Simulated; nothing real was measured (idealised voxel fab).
Name of the process module below: voxel self aligned contacts
Section cut is 220 nm wide and gridded with 5 nm square cells.
Bands, listed from the top down, are how a cross-section gets written in this document; the cross-section itself is a grid of square cells, and a band is one or more rows of them.
Per band: top height and bottom height in nm, followed by the left-to-right materials and their widths in nm; "throughout" marks a single material spanning edge to edge, "empty" marks empty space.
The reference from which all heights are counted is 0, the level beneath which the as-received wafer is entirely one material; the lowest band, having no lower bound, proceeds downward and is written after the example "z 0 and below".
A width such as "30->40" changes by the same amount from each row of cells to the next, from the band's top row to its bottom row.
Where the words "everything unchanged" appear for a step, the cross-section shows no cell changed by that step; every cell remained as before.
"Closed cavity list" lists enclosed empty spaces (at least 8 cells, no open path upward to the top), each as width x height at distance from the left edge, in nm.
after a step's settings: what the simulator itself notes on the step
You can add "overlay nm" to a step's line. For a step with a mask, it describes how far the mask lay to the right of its planned position, and a negative number describes a lay to the left.
Set out below are the planned steps of the process
1 RECEIVE (material Si)
2 CONFORMAL_DEP (material SiO2; thk nm 5)
3 DIRECTIONAL_DEP (material polySi; thk nm 25)
4 DIRECTIONAL_DEP (material SiN; thk nm 25)
5 PATTERN (tone cover; mask id GATE; material resist; width nm 30; pitch nm 75; thk nm 20; overlay nm 0)
6 DIRECTIONAL_ETCH (etch materials SiN; depth nm 25)
7 DIRECTIONAL_ETCH (etch materials polySi; depth nm 25)
8 STRIP (etch materials resist)
9 CONFORMAL_DEP (material SiN; thk nm 10)
10 DIRECTIONAL_ETCH (etch materials SiN; depth nm 10)
11 FILL_DEP (material SiO2; thk nm 15)
12 CMP (height nm 60)
13 MASKED_ETCH (tone open; mask id CONTACT; width nm 55; etch materials SiO2; depth nm 60; overlay nm 0)
14 CONFORMAL_DEP (material TiN; thk nm 5)
15 FILL_DEP (material W; thk nm 5)
16 CMP (height nm 60)
17 CONFORMAL_DEP (material SiCN; thk nm 5)
Cross-section of the wafer at receipt, which is the condition after step 1
> z 0 and below | Si throughout
> Closed cavity list: none
Here's the wafer cut in cross-section after the module, started and planned just like above, except one thing was done wrong in the run
> z 65 to 60 | SiCN throughout
> z 60 to 30 | SiO2 (45); SiN (50); TiN (5); W (15); TiN (5); SiN (50); SiO2 (50)
> z 30 to 15 | SiO2 (45); SiN (10); polySi (30); SiN (10); TiN (5); W (15); TiN (5); SiN (10); polySi (30); SiN (10); SiO2 (50)
> z 15 to 10 | SiO2 (45); SiN (10); polySi (30); SiN (10); TiN (25); SiN (10); polySi (30); SiN (10); SiO2 (50)
> z 10 to 5 | SiN (55); polySi (30); SiN (45); polySi (30); SiN (60)
> z 5 to 0 | SiO2 throughout
> z 0 and below | Si throughout
> Closed cavity list: none
Heads up, the wafer didn't run the way we planned it: step 10 went in with a setting other than planned; the actual run was DIRECTIONAL_ETCH (etch materials SiN; depth nm 5)
